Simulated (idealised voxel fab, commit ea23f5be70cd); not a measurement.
Name of the process module below: voxel self aligned contacts
This is section cut - it's 195 nm across, gridded in 5 nm square cells.
For the purposes of this document, a cross-section shall be understood as a grid of square cells, specified as bands listed in top-to-bottom order, each band consisting of one or more rows of cells.
Per band: top height and bottom height in nm, followed by the left-to-right materials and their widths in nm; "throughout" marks a single material spanning edge to edge, "empty" marks empty space.
We count height from 0. Below that, the starting wafer is all one material. The lowest band never ends at the bottom but goes on down; see "from 0 down" for how that is written.
Note: "30 to 40" means the width goes from the first number (top row of the band) to the second number (bottom row) in equal steps per row of cells.
It should be understood that the words "remains unaltered", when stated for a given step, signify that the cross-section underwent no change in any of its cells during that step.
The list in "Voids, enclosed" covers empty spaces of 8 cells or more that cannot reach the top through any open way, and it gives each as width x height at distance; the distance is from the left edge, and width, height and distance are in nm.
after a step's settings: what the simulator itself notes on the step
A step line may carry the setting "overlay nm", which, for steps involving a mask, states the distance by which the mask lay to the right of its intended position; negative values denote displacement to the left.
Planned process steps
1: RECEIVE with material Si
2: OXIDIZE with depth nm 5
3: DIRECTIONAL_DEP with material polySi, thk nm 20
4: DIRECTIONAL_DEP with material SiN, thk nm 20
5: DIRECTIONAL_DEP with material aC, thk nm 15
6: PATTERN with tone cover, mask id GATE, material resist, width nm 25, pitch nm 65, thk nm 30, overlay nm 0
7: DIRECTIONAL_ETCH with etch materials aC, depth nm 15
8: STRIP with etch materials resist
9: DIRECTIONAL_ETCH with etch materials SiN, depth nm 20
10: DIRECTIONAL_ETCH with etch materials polySi, depth nm 20
11: STRIP with etch materials aC
12: CONFORMAL_DEP with material SiN, thk nm 10
13: DIRECTIONAL_ETCH with etch materials SiN, depth nm 10
14: FILL_DEP with material SiO2, thk nm 20
15: CMP with height nm 50
16: PATTERN with tone open, mask id CONTACT, material resist, width nm 50, pitch nm 65, thk nm 20, overlay nm 0
17: DIRECTIONAL_ETCH with etch materials SiO2, depth nm 55
18: STRIP with etch materials resist
19: CONFORMAL_DEP with material TiN, thk nm 5
20: FILL_DEP with material Ru, thk nm 5
21: CMP with height nm 50
22: CONFORMAL_DEP with material SiCN, thk nm 5
Wafer, first of two, run as planned
Cross-section of the wafer at receipt, which is the condition after step 1
> from 0 down: Si throughout
> Voids, enclosed: none
Upon completion of step 2, the wafer appears in cross-section as shown
> from 0 to -5: SiO2 throughout
> Note: structure below -5 unchanged.
Upon completion of step 3, the wafer appears in cross-section as shown
> from 20 to 0: polySi throughout
> Note: structure below 0 unchanged.
Upon completion of step 4, the wafer appears in cross-section as shown
> from 40 to 20: SiN throughout
> Note: structure below 20 unchanged.
Upon completion of step 5, the wafer appears in cross-section as shown
> from 55 to 40: aC throughout
> Note: structure below 40 unchanged.
Upon completion of step 6, the wafer appears in cross-section as shown
> from 85 to 55: 20 nm empty | 25 nm resist | 40 nm empty | 25 nm resist | 40 nm empty | 25 nm resist | 20 nm empty
> Note: structure below 55 unchanged.
Upon completion of step 7, the wafer appears in cross-section as shown
> from 70 to 55: 20 nm empty | 25 nm resist | 40 nm empty | 25 nm resist | 40 nm empty | 25 nm resist | 20 nm empty
> from 55 to 40: 20 nm empty | 25 nm aC | 40 nm empty | 25 nm aC | 40 nm empty | 25 nm aC | 20 nm empty
> Note: structure below 40 unchanged.
Upon completion of step 8, the wafer appears in cross-section as shown
> from 55 to 40: 20 nm empty | 25 nm aC | 40 nm empty | 25 nm aC | 40 nm empty | 25 nm aC | 20 nm empty
> Note: structure below 40 unchanged.
Upon completion of step 9, the wafer appears in cross-section as shown
> from 55 to 40: 20 nm empty | 25 nm aC | 40 nm empty | 25 nm aC | 40 nm empty | 25 nm aC | 20 nm empty
> from 40 to 20: 20 nm empty | 25 nm SiN | 40 nm empty | 25 nm SiN | 40 nm empty | 25 nm SiN | 20 nm empty
> Note: structure below 20 unchanged.
Upon completion of step 10, the wafer appears in cross-section as shown
> from 55 to 40: 20 nm empty | 25 nm aC | 40 nm empty | 25 nm aC | 40 nm empty | 25 nm aC | 20 nm empty
> from 40 to 20: 20 nm empty | 25 nm SiN | 40 nm empty | 25 nm SiN | 40 nm empty | 25 nm SiN | 20 nm empty
> from 20 to 0: 20 nm empty | 25 nm polySi | 40 nm empty | 25 nm polySi | 40 nm empty | 25 nm polySi | 20 nm empty
> Note: structure below 0 unchanged.
Upon completion of step 11, the wafer appears in cross-section as shown
> from 40 to 20: 20 nm empty | 25 nm SiN | 40 nm empty | 25 nm SiN | 40 nm empty | 25 nm SiN | 20 nm empty
> Note: structure below 20 unchanged.
Upon completion of step 12, the wafer appears in cross-section as shown
> from 50 to 20: 10 nm empty | 45 nm SiN | 20 nm empty | 45 nm SiN | 20 nm empty | 45 nm SiN | 10 nm empty
> from 20 to 10: 10 nm empty | 10 nm SiN | 25 nm polySi | 10 nm SiN | 20 nm empty | 10 nm SiN | 25 nm polySi | 10 nm SiN | 20 nm empty | 10 nm SiN | 25 nm polySi | 10 nm SiN | 10 nm empty
> from 10 to 0: 20 nm SiN | 25 nm polySi | 40 nm SiN | 25 nm polySi | 40 nm SiN | 25 nm polySi | 20 nm SiN
> Note: structure below 0 unchanged.
Upon completion of step 13, the wafer appears in cross-section as shown
> from 40 to 20: 10 nm empty | 45 nm SiN | 20 nm empty | 45 nm SiN | 20 nm empty | 45 nm SiN | 10 nm empty
> from 20 to 0: 10 nm empty | 10 nm SiN | 25 nm polySi | 10 nm SiN | 20 nm empty | 10 nm SiN | 25 nm polySi | 10 nm SiN | 20 nm empty | 10 nm SiN | 25 nm polySi | 10 nm SiN | 10 nm empty
> Note: structure below 0 unchanged.
Upon completion of step 14, the wafer appears in cross-section as shown
> from 60 to 40: SiO2 throughout
> from 40 to 20: 10 nm SiO2 | 45 nm SiN | 20 nm SiO2 | 45 nm SiN | 20 nm SiO2 | 45 nm SiN | 10 nm SiO2
> from 20 to 0: 10 nm SiO2 | 10 nm SiN | 25 nm polySi | 10 nm SiN | 20 nm SiO2 | 10 nm SiN | 25 nm polySi | 10 nm SiN | 20 nm SiO2 | 10 nm SiN | 25 nm polySi | 10 nm SiN | 10 nm SiO2
> Note: structure below 0 unchanged.
Upon completion of step 15, the wafer appears in cross-section as shown
> from 50 to 40: SiO2 throughout
> Note: structure below 40 unchanged.
Upon completion of step 16, the wafer appears in cross-section as shown
> from 70 to 50: 40 nm resist | 50 nm empty | 15 nm resist | 50 nm empty | 40 nm resist
> Note: structure below 50 unchanged.
Upon completion of step 17, the wafer appears in cross-section as shown
> from 70 to 50: 40 nm resist | 50 nm empty | 15 nm resist | 50 nm empty | 40 nm resist
> from 50 to 40: 40 nm SiO2 | 50 nm empty | 15 nm SiO2 | 50 nm empty | 40 nm SiO2
> from 40 to 20: 10 nm SiO2 | 45 nm SiN | 20 nm empty | 45 nm SiN | 20 nm empty | 45 nm SiN | 10 nm SiO2
> from 20 to 0: 10 nm SiO2 | 10 nm SiN | 25 nm polySi | 10 nm SiN | 20 nm empty | 10 nm SiN | 25 nm polySi | 10 nm SiN | 20 nm empty | 10 nm SiN | 25 nm polySi | 10 nm SiN | 10 nm SiO2
> from 0 to -5: 55 nm SiO2 | 20 nm empty | 45 nm SiO2 | 20 nm empty | 55 nm SiO2
> Note: structure below -5 unchanged.
Upon completion of step 18, the wafer appears in cross-section as shown
> from 50 to 40: 40 nm SiO2 | 50 nm empty | 15 nm SiO2 | 50 nm empty | 40 nm SiO2
> Note: structure below 40 unchanged.
Upon completion of step 19, the wafer appears in cross-section as shown
> from 55 to 50: 45 nm TiN | 40 nm empty | 25 nm TiN | 40 nm empty | 45 nm TiN
> from 50 to 40: 40 nm SiO2 | 5 to 20 nm TiN | 40 to 10 nm empty | 5 to 20 nm TiN | 15 nm SiO2 | 5 to 20 nm TiN | 40 to 10 nm empty | 5 to 20 nm TiN | 40 nm SiO2
> from 40 to 20: 10 nm SiO2 | 45 nm SiN | 5 nm TiN | 10 nm empty | 5 nm TiN | 45 nm SiN | 5 nm TiN | 10 nm empty | 5 nm TiN | 45 nm SiN | 10 nm SiO2
> from 20 to 0: 10 nm SiO2 | 10 nm SiN | 25 nm polySi | 10 nm SiN | 5 nm TiN | 10 nm empty | 5 nm TiN | 10 nm SiN | 25 nm polySi | 10 nm SiN | 5 nm TiN | 10 nm empty | 5 nm TiN | 10 nm SiN | 25 nm polySi | 10 nm SiN | 10 nm SiO2
> from 0 to -5: 55 nm SiO2 | 20 nm TiN | 45 nm SiO2 | 20 nm TiN | 55 nm SiO2
> Note: structure below -5 unchanged.
Upon completion of step 20, the wafer appears in cross-section as shown
> from 60 to 55: Ru throughout
> from 55 to 50: 45 nm TiN | 40 nm Ru | 25 nm TiN | 40 nm Ru | 45 nm TiN
> from 50 to 40: 40 nm SiO2 | 5 to 20 nm TiN | 40 to 10 nm Ru | 5 to 20 nm TiN | 15 nm SiO2 | 5 to 20 nm TiN | 40 to 10 nm Ru | 5 to 20 nm TiN | 40 nm SiO2
> from 40 to 20: 10 nm SiO2 | 45 nm SiN | 5 nm TiN | 10 nm Ru | 5 nm TiN | 45 nm SiN | 5 nm TiN | 10 nm Ru | 5 nm TiN | 45 nm SiN | 10 nm SiO2
> from 20 to 0: 10 nm SiO2 | 10 nm SiN | 25 nm polySi | 10 nm SiN | 5 nm TiN | 10 nm Ru | 5 nm TiN | 10 nm SiN | 25 nm polySi | 10 nm SiN | 5 nm TiN | 10 nm Ru | 5 nm TiN | 10 nm SiN | 25 nm polySi | 10 nm SiN | 10 nm SiO2
> Note: structure below 0 unchanged.
Upon completion of step 21, the wafer appears in cross-section as shown
> from 50 to 40: 40 nm SiO2 | 5 to 20 nm TiN | 40 to 10 nm Ru | 5 to 20 nm TiN | 15 nm SiO2 | 5 to 20 nm TiN | 40 to 10 nm Ru | 5 to 20 nm TiN | 40 nm SiO2
> Note: structure below 40 unchanged.
Upon completion of step 22, the wafer appears in cross-section as shown
> from 55 to 50: SiCN throughout
> Note: structure below 50 unchanged.
It is to be noted that the second wafer proceeded from the same initial state and according to the same plan as the first, although one mistake was committed in its execution; through step 5, inclusive, the two wafers share an identical history
Second wafer, section view, time point: scheduled end of step 6
> from 85 to 55: 20 nm resist | 25 nm empty | 40 nm resist | 25 nm empty | 40 nm resist | 25 nm empty | 20 nm resist
> Note: structure below 55 unchanged.
Second wafer, section view, time point: scheduled end of step 7
> from 70 to 55: 20 nm resist | 25 nm empty | 40 nm resist | 25 nm empty | 40 nm resist | 25 nm empty | 20 nm resist
> from 55 to 40: 20 nm aC | 25 nm empty | 40 nm aC | 25 nm empty | 40 nm aC | 25 nm empty | 20 nm aC
> Note: structure below 40 unchanged.
Second wafer, section view, time point: scheduled end of step 8
> from 55 to 40: 20 nm aC | 25 nm empty | 40 nm aC | 25 nm empty | 40 nm aC | 25 nm empty | 20 nm aC
> Note: structure below 40 unchanged.
Second wafer, section view, time point: scheduled end of step 9
> from 55 to 40: 20 nm aC | 25 nm empty | 40 nm aC | 25 nm empty | 40 nm aC | 25 nm empty | 20 nm aC
> from 40 to 20: 20 nm SiN | 25 nm empty | 40 nm SiN | 25 nm empty | 40 nm SiN | 25 nm empty | 20 nm SiN
> Note: structure below 20 unchanged.
Second wafer, section view, time point: scheduled end of step 10
> from 55 to 40: 20 nm aC | 25 nm empty | 40 nm aC | 25 nm empty | 40 nm aC | 25 nm empty | 20 nm aC
> from 40 to 20: 20 nm SiN | 25 nm empty | 40 nm SiN | 25 nm empty | 40 nm SiN | 25 nm empty | 20 nm SiN
> from 20 to 0: 20 nm polySi | 25 nm empty | 40 nm polySi | 25 nm empty | 40 nm polySi | 25 nm empty | 20 nm polySi
> Note: structure below 0 unchanged.
Second wafer, section view, time point: scheduled end of step 11
> from 40 to 20: 20 nm SiN | 25 nm empty | 40 nm SiN | 25 nm empty | 40 nm SiN | 25 nm empty | 20 nm SiN
> Note: structure below 20 unchanged.
Second wafer, section view, time point: scheduled end of step 12
> from 50 to 20: 30 nm SiN | 5 nm empty | 60 nm SiN | 5 nm empty | 60 nm SiN | 5 nm empty | 30 nm SiN
> from 20 to 10: 20 nm polySi | 10 nm SiN | 5 nm empty | 10 nm SiN | 40 nm polySi | 10 nm SiN | 5 nm empty | 10 nm SiN | 40 nm polySi | 10 nm SiN | 5 nm empty | 10 nm SiN | 20 nm polySi
> from 10 to 0: 20 nm polySi | 25 nm SiN | 40 nm polySi | 25 nm SiN | 40 nm polySi | 25 nm SiN | 20 nm polySi
> Note: structure below 0 unchanged.
Second wafer, section view, time point: scheduled end of step 13
> from 40 to 20: 30 nm SiN | 5 nm empty | 60 nm SiN | 5 nm empty | 60 nm SiN | 5 nm empty | 30 nm SiN
> from 20 to 0: 20 nm polySi | 10 nm SiN | 5 nm empty | 10 nm SiN | 40 nm polySi | 10 nm SiN | 5 nm empty | 10 nm SiN | 40 nm polySi | 10 nm SiN | 5 nm empty | 10 nm SiN | 20 nm polySi
> Note: structure below 0 unchanged.
Second wafer, section view, time point: scheduled end of step 14
> from 60 to 40: SiO2 throughout
> from 40 to 20: 30 nm SiN | 5 nm SiO2 | 60 nm SiN | 5 nm SiO2 | 60 nm SiN | 5 nm SiO2 | 30 nm SiN
> from 20 to 0: 20 nm polySi | 10 nm SiN | 5 nm SiO2 | 10 nm SiN | 40 nm polySi | 10 nm SiN | 5 nm SiO2 | 10 nm SiN | 40 nm polySi | 10 nm SiN | 5 nm SiO2 | 10 nm SiN | 20 nm polySi
> Note: structure below 0 unchanged.
Second wafer, section view, time point: scheduled end of step 15
> from 50 to 40: SiO2 throughout
> Note: structure below 40 unchanged.
Second wafer, section view, time point: scheduled end of step 16
> from 70 to 50: 40 nm resist | 50 nm empty | 15 nm resist | 50 nm empty | 40 nm resist
> Note: structure below 50 unchanged.
Second wafer, section view, time point: scheduled end of step 17
> from 70 to 50: 40 nm resist | 50 nm empty | 15 nm resist | 50 nm empty | 40 nm resist
> from 50 to 40: 40 nm SiO2 | 50 nm empty | 15 nm SiO2 | 50 nm empty | 40 nm SiO2
> Note: structure below 40 unchanged.
Second wafer, section view, time point: scheduled end of step 18
> from 50 to 40: 40 nm SiO2 | 50 nm empty | 15 nm SiO2 | 50 nm empty | 40 nm SiO2
> Note: structure below 40 unchanged.
Second wafer, section view, time point: scheduled end of step 19
> from 55 to 50: 45 nm TiN | 40 nm empty | 25 nm TiN | 40 nm empty | 45 nm TiN
> from 50 to 45: 40 nm SiO2 | 5 nm TiN | 40 nm empty | 5 nm TiN | 15 nm SiO2 | 5 nm TiN | 40 nm empty | 5 nm TiN | 40 nm SiO2
> from 45 to 40: 40 nm SiO2 | 50 nm TiN | 15 nm SiO2 | 50 nm TiN | 40 nm SiO2
> Note: structure below 40 unchanged.
Second wafer, section view, time point: scheduled end of step 20
> from 60 to 55: Ru throughout
> from 55 to 50: 45 nm TiN | 40 nm Ru | 25 nm TiN | 40 nm Ru | 45 nm TiN
> from 50 to 45: 40 nm SiO2 | 5 nm TiN | 40 nm Ru | 5 nm TiN | 15 nm SiO2 | 5 nm TiN | 40 nm Ru | 5 nm TiN | 40 nm SiO2
> Note: structure below 45 unchanged.
Second wafer, section view, time point: scheduled end of step 21
> from 50 to 45: 40 nm SiO2 | 5 nm TiN | 40 nm Ru | 5 nm TiN | 15 nm SiO2 | 5 nm TiN | 40 nm Ru | 5 nm TiN | 40 nm SiO2
> Note: structure below 45 unchanged.
Second wafer, section view, time point: scheduled end of step 22
> from 55 to 50: SiCN throughout
> Note: structure below 50 unchanged.
Where did the run depart from the plan? step 6 was not run as planned; what actually ran was PATTERN with tone open, mask id GATE, material resist, width nm 25, pitch nm 65, thk nm 30, overlay nm 0
Bottom line after processing is that, in cells, the second wafer is up or down on some materials versus the first: Ru -36, SiN +36, TiN -36, polySi +36
